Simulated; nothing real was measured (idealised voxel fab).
Documented hereafter: the process module known as voxel double patterning.
Shown is cross-section cut, with a width of 210 nm and square cells of size 5 nm.
Cross-section, as written here: a square-cell grid given band by band from the top down, where a band holds one or more rows of cells. Basically the band line says how high the top is and how high the bottom is, in nm, and then what's in it from left to right, every material with its width in nm. Empty space shows up as "empty", and if a single material carries "all across" it runs the full band edge to edge. A quick word on heights: they are counted from 0, and under that level the wafer as it came to us is one material throughout. The lowest band is different from the rest in having no bottom; it simply continues downward, written as in "0 and below". Width: "30->40" (first number = top row, second number = bottom row, same change from row to row of cells). Reading "no modification" for a step: not a cell of the cross-section changed in it. "Trapped voids": empty spaces of 8 cells or more with no open way to the top, each given as width x height at distance, distance from the left edge, all in nm. Step line, after settings: the simulator's comment on this step. overlay nm: mask right of planned place by this much (step with mask). Neg. = left.
Listed below are the process steps as planned:
1,RECEIVE (material Si)
2,CONFORMAL_DEP (material SiO2; thk nm 5)
3,DIRECTIONAL_DEP (material W; thk nm 10)
4,DIRECTIONAL_DEP (material SiN; thk nm 10)
5,MASKED_ETCH (tone open; mask id FIRST; width nm 15; pitch nm 50; etch materials SiN; depth nm 10; overlay nm 0)
6,MASKED_ETCH (tone open; mask id SECOND; width nm 15; etch materials SiN; depth nm 10; overlay nm 0)
7,DIRECTIONAL_ETCH (etch materials W; depth nm 10)
8,STRIP (etch materials SiN)
The cross-section here shows the wafer as received, i.e. in its state after step 1:
	0 and below | Si all across
	Trapped voids: none
Post-module cross-section of the first of two wafers (run per plan):
	15 down to 5 | W 70, then empty 15, then W 10, then empty 15, then W 10, then empty 15, then W 75
	5 down to 0 | SiO2 all across
	0 and below | Si all across
	Trapped voids: none
Wafer two, end of module, cross-section. Same start, same plan as wafer one. One mistake in the run:
	15 down to 10 | W 70, then empty 15, then W 10, then empty 15, then W 10, then empty 15, then W 75
	10 down to 5 | W all across
	5 down to 0 | SiO2 all across
	0 and below | Si all across
	Trapped voids: none
In executing the process, a mistake was made relative to the plan: note that step 7 departed from the planned setting and was carried out as DIRECTIONAL_ETCH (etch materials W; depth nm 5)
Final wafer comparison in cells, second versus first, more or fewer per material: W: 9 more
